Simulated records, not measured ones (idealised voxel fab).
process module | voxel capacitor over wiring
cross-section cut | 245 nm wide | cells 5 nm
A cross-section is a grid of square cells, given in bands from the top down. A band is one or more rows of cells.
Each band's line starts with the height of the band's top and of its bottom, in nm. Then come its materials from left to right, each with its width in nm. One material with "throughout" fills the band from edge to edge. "air" is empty space.
Height 0 is the level under which the wafer as received is all one material. The lowest band goes on downwards, as in "0 down".
A width such as "30 to 40" changes by the same amount from each row of cells to the next, from the band's top row to its bottom row.
"no change" after a step means that no cell of the cross-section changed.
closed voids: empty space of 8 cells or more with no open way to the top, each as width x height at its distance from the left edge, in nm
after a step's settings: what the simulator itself notes on the step
overlay nm, on a step with a mask: how far to the right of its planned place the mask lay; to the left if negative
plan
1 op RECEIVE | material Si
2 op CONFORMAL_DEP | material SiO2 | thk nm 15
3 op DIRECTIONAL_DEP | material TiN | thk nm 5
4 op DIRECTIONAL_DEP | material W | thk nm 25
5 op DIRECTIONAL_DEP | material aC | thk nm 10
6 op PATTERN | tone cover | mask id METAL_1 | material resist | width nm 25 | pitch nm 80 | thk nm 30 | overlay nm 0
7 op DIRECTIONAL_ETCH | etch materials aC | depth nm 10
8 op STRIP | etch materials resist
9 op DIRECTIONAL_ETCH | etch materials W | depth nm 25
10 op DIRECTIONAL_ETCH | etch materials TiN | depth nm 5
11 op STRIP | etch materials aC
12 op CONFORMAL_DEP | material SiCN | thk nm 5
13 op FILL_DEP | material lowk | thk nm 10
14 op CMP | height nm 45
15 op CONFORMAL_DEP | material SiCN | thk nm 5
16 op DIRECTIONAL_DEP | material lowk | thk nm 10
17 op DIRECTIONAL_DEP | material aC | thk nm 10
18 op PATTERN | tone open | mask id PLUG_1 | material resist | width nm 15 | thk nm 30 | overlay nm 0
19 op DIRECTIONAL_ETCH | etch materials aC | depth nm 10
20 op STRIP | etch materials resist
21 op DIRECTIONAL_ETCH | etch materials lowk | depth nm 10
22 op DIRECTIONAL_ETCH | etch materials SiCN | depth nm 5
23 op STRIP | etch materials aC
24 op CONFORMAL_DEP | material TiN | thk nm 5
25 op FILL_DEP | material Cu | thk nm 5
26 op CMP | height nm 60
27 op DIRECTIONAL_DEP | material TiN | thk nm 5
28 op DIRECTIONAL_DEP | material SiN | thk nm 5
29 op DIRECTIONAL_DEP | material TiN | thk nm 5
30 op DIRECTIONAL_DEP | material aC | thk nm 10
31 op PATTERN | tone cover | mask id UPPER_PLATE | material resist | width nm 60 | thk nm 30 | overlay nm 0
32 op DIRECTIONAL_ETCH | etch materials aC | depth nm 10
33 op STRIP | etch materials resist
34 op DIRECTIONAL_ETCH | etch materials TiN | depth nm 5
35 op DIRECTIONAL_ETCH | etch materials SiN | depth nm 5
36 op STRIP | etch materials aC
37 op PATTERN | tone cover | mask id LOWER_PLATE | material resist | width nm 70 | thk nm 20 | overlay nm 0
38 op DIRECTIONAL_ETCH | etch materials TiN | depth nm 5
39 op STRIP | etch materials resist
40 op FILL_DEP | material SiO2 | thk nm 20
41 op CMP | height nm 90
42 op MASKED_ETCH | tone open | mask id PLUG_2 | width nm 15 | etch materials SiO2 | depth nm 15 | overlay nm 0
43 op CONFORMAL_DEP | material TiN | thk nm 5
44 op FILL_DEP | material Cu | thk nm 10
45 op CMP | height nm 90
46 op CONFORMAL_DEP | material SiN | thk nm 5
first wafer, as planned
as received, after step 1
  0 down: Si throughout
  closed voids: none
after step 2
  15 to 0: SiO2 throughout
  below 0: unchanged
after step 3
  20 to 15: TiN throughout
  below 15: unchanged
after step 4
  45 to 20: W throughout
  below 20: unchanged
after step 5
  55 to 45: aC throughout
  below 45: unchanged
after step 6
  85 to 55: air 70 | resist 25 | air 55 | resist 25 | air 70
  below 55: unchanged
after step 7
  75 to 55: air 70 | resist 25 | air 55 | resist 25 | air 70
  55 to 45: air 70 | aC 25 | air 55 | aC 25 | air 70
  below 45: unchanged
after step 8
  55 to 45: air 70 | aC 25 | air 55 | aC 25 | air 70
  below 45: unchanged
after step 9
  55 to 45: air 70 | aC 25 | air 55 | aC 25 | air 70
  45 to 20: air 70 | W 25 | air 55 | W 25 | air 70
  below 20: unchanged
after step 10
  55 to 45: air 70 | aC 25 | air 55 | aC 25 | air 70
  45 to 20: air 70 | W 25 | air 55 | W 25 | air 70
  20 to 15: air 70 | TiN 25 | air 55 | TiN 25 | air 70
  below 15: unchanged
after step 11
  45 to 20: air 70 | W 25 | air 55 | W 25 | air 70
  below 20: unchanged
after step 12
  50 to 45: air 65 | SiCN 35 | air 45 | SiCN 35 | air 65
  45 to 20: air 65 | SiCN 5 | W 25 | SiCN 5 | air 45 | SiCN 5 | W 25 | SiCN 5 | air 65
  20 to 15: SiCN 70 | TiN 25 | SiCN 55 | TiN 25 | SiCN 70
  below 15: unchanged
after step 13
  60 to 50: lowk throughout
  50 to 45: lowk 65 | SiCN 35 | lowk 45 | SiCN 35 | lowk 65
  45 to 20: lowk 65 | SiCN 5 | W 25 | SiCN 5 | lowk 45 | SiCN 5 | W 25 | SiCN 5 | lowk 65
  below 20: unchanged
after step 14
  45 to 20: lowk 65 | SiCN 5 | W 25 | SiCN 5 | lowk 45 | SiCN 5 | W 25 | SiCN 5 | lowk 65
  below 20: unchanged
after step 15
  50 to 45: SiCN throughout
  below 45: unchanged
after step 16
  60 to 50: lowk throughout
  below 50: unchanged
after step 17
  70 to 60: aC throughout
  below 60: unchanged
after step 18
  100 to 70: resist 80 | air 15 | resist 150
  below 70: unchanged
after step 19
  90 to 70: resist 80 | air 15 | resist 150
  70 to 60: aC 80 | air 15 | aC 150
  below 60: unchanged
after step 20
  70 to 60: aC 80 | air 15 | aC 150
  below 60: unchanged
after step 21
  70 to 60: aC 80 | air 15 | aC 150
  60 to 50: lowk 80 | air 15 | lowk 150
  below 50: unchanged
after step 22
  70 to 60: aC 80 | air 15 | aC 150
  60 to 50: lowk 80 | air 15 | lowk 150
  50 to 45: SiCN 80 | air 15 | SiCN 150
  below 45: unchanged
after step 23
  60 to 50: lowk 80 | air 15 | lowk 150
  below 50: unchanged
after step 24
  65 to 60: TiN 85 | air 5 | TiN 155
  60 to 50: lowk 80 | TiN 5 | air 5 | TiN 5 | lowk 150
  50 to 45: SiCN 80 | TiN 15 | SiCN 150
  below 45: unchanged
after step 25
  70 to 65: Cu throughout
  65 to 60: TiN 85 | Cu 5 | TiN 155
  60 to 50: lowk 80 | TiN 5 | Cu 5 | TiN 5 | lowk 150
  below 50: unchanged
after step 26
  60 to 50: lowk 80 | TiN 5 | Cu 5 | TiN 5 | lowk 150
  below 50: unchanged
after step 27
  65 to 60: TiN throughout
  below 60: unchanged
after step 28
  70 to 65: SiN throughout
  below 65: unchanged
after step 29
  75 to 70: TiN throughout
  below 70: unchanged
after step 30
  85 to 75: aC throughout
  below 75: unchanged
after step 31
  115 to 85: air 80 | resist 60 | air 105
  below 85: unchanged
after step 32
  105 to 85: air 80 | resist 60 | air 105
  85 to 75: air 80 | aC 60 | air 105
  below 75: unchanged
after step 33
  85 to 75: air 80 | aC 60 | air 105
  below 75: unchanged
after step 34
  85 to 75: air 80 | aC 60 | air 105
  75 to 70: air 80 | TiN 60 | air 105
  below 70: unchanged
after step 35
  85 to 75: air 80 | aC 60 | air 105
  75 to 70: air 80 | TiN 60 | air 105
  70 to 65: air 80 | SiN 60 | air 105
  below 65: unchanged
after step 36
  75 to 70: air 80 | TiN 60 | air 105
  below 70: unchanged
after step 37
  95 to 75: air 75 | resist 70 | air 100
  75 to 70: air 75 | resist 5 | TiN 60 | resist 5 | air 100
  70 to 65: air 75 | resist 5 | SiN 60 | resist 5 | air 100
  below 65: unchanged
after step 38
  95 to 75: air 75 | resist 70 | air 100
  75 to 70: air 75 | resist 5 | TiN 60 | resist 5 | air 100
  70 to 65: air 75 | resist 5 | SiN 60 | resist 5 | air 100
  65 to 60: air 75 | TiN 70 | air 100
  below 60: unchanged
after step 39
  75 to 70: air 80 | TiN 60 | air 105
  70 to 65: air 80 | SiN 60 | air 105
  below 65: unchanged
after step 40
  95 to 75: SiO2 throughout
  75 to 70: SiO2 80 | TiN 60 | SiO2 105
  70 to 65: SiO2 80 | SiN 60 | SiO2 105
  65 to 60: SiO2 75 | TiN 70 | SiO2 100
  below 60: unchanged
after step 41
  90 to 75: SiO2 throughout
  below 75: unchanged
after step 42
  90 to 75: SiO2 90 | air 15 | SiO2 140
  below 75: unchanged
after step 43
  95 to 90: TiN 95 | air 5 | TiN 145
  90 to 80: SiO2 90 | TiN 5 | air 5 | TiN 5 | SiO2 140
  80 to 70: SiO2 90 to 80 | TiN 15 to 60 | SiO2 140 to 105
  below 70: unchanged
after step 44
  105 to 95: Cu throughout
  95 to 90: TiN 95 | Cu 5 | TiN 145
  90 to 80: SiO2 90 | TiN 5 | Cu 5 | TiN 5 | SiO2 140
  below 80: unchanged
after step 45
  90 to 80: SiO2 90 | TiN 5 | Cu 5 | TiN 5 | SiO2 140
  below 80: unchanged
after step 46
  95 to 90: SiN throughout
  below 90: unchanged
second wafer: like start, like plan, one mistake. Through step 41 it matches the first wafer
when step 42 should have ended
  90 to 75: SiO2 90 | air 20 | SiO2 135
  below 75: unchanged
when step 43 should have ended
  95 to 90: TiN 95 | air 10 | TiN 140
  90 to 80: SiO2 90 | TiN 5 | air 10 | TiN 5 | SiO2 135
  80 to 70: SiO2 90 to 80 | TiN 20 to 60 | SiO2 135 to 105
  below 70: unchanged
when step 44 should have ended
  105 to 95: Cu throughout
  95 to 90: TiN 95 | Cu 10 | TiN 140
  90 to 80: SiO2 90 | TiN 5 | Cu 10 | TiN 5 | SiO2 135
  below 80: unchanged
when step 45 should have ended
  90 to 80: SiO2 90 | TiN 5 | Cu 10 | TiN 5 | SiO2 135
  below 80: unchanged
when step 46 should have ended
  95 to 90: SiN throughout
  below 90: unchanged
what went wrong: step 42 ran as: op MASKED_ETCH | tone open | mask id PLUG_2 | width nm 20 | etch materials SiO2 | depth nm 15 | overlay nm 0
at the end the second wafer has, in cells: 2 more of Cu | 3 fewer of SiO2 | 1 more of TiN
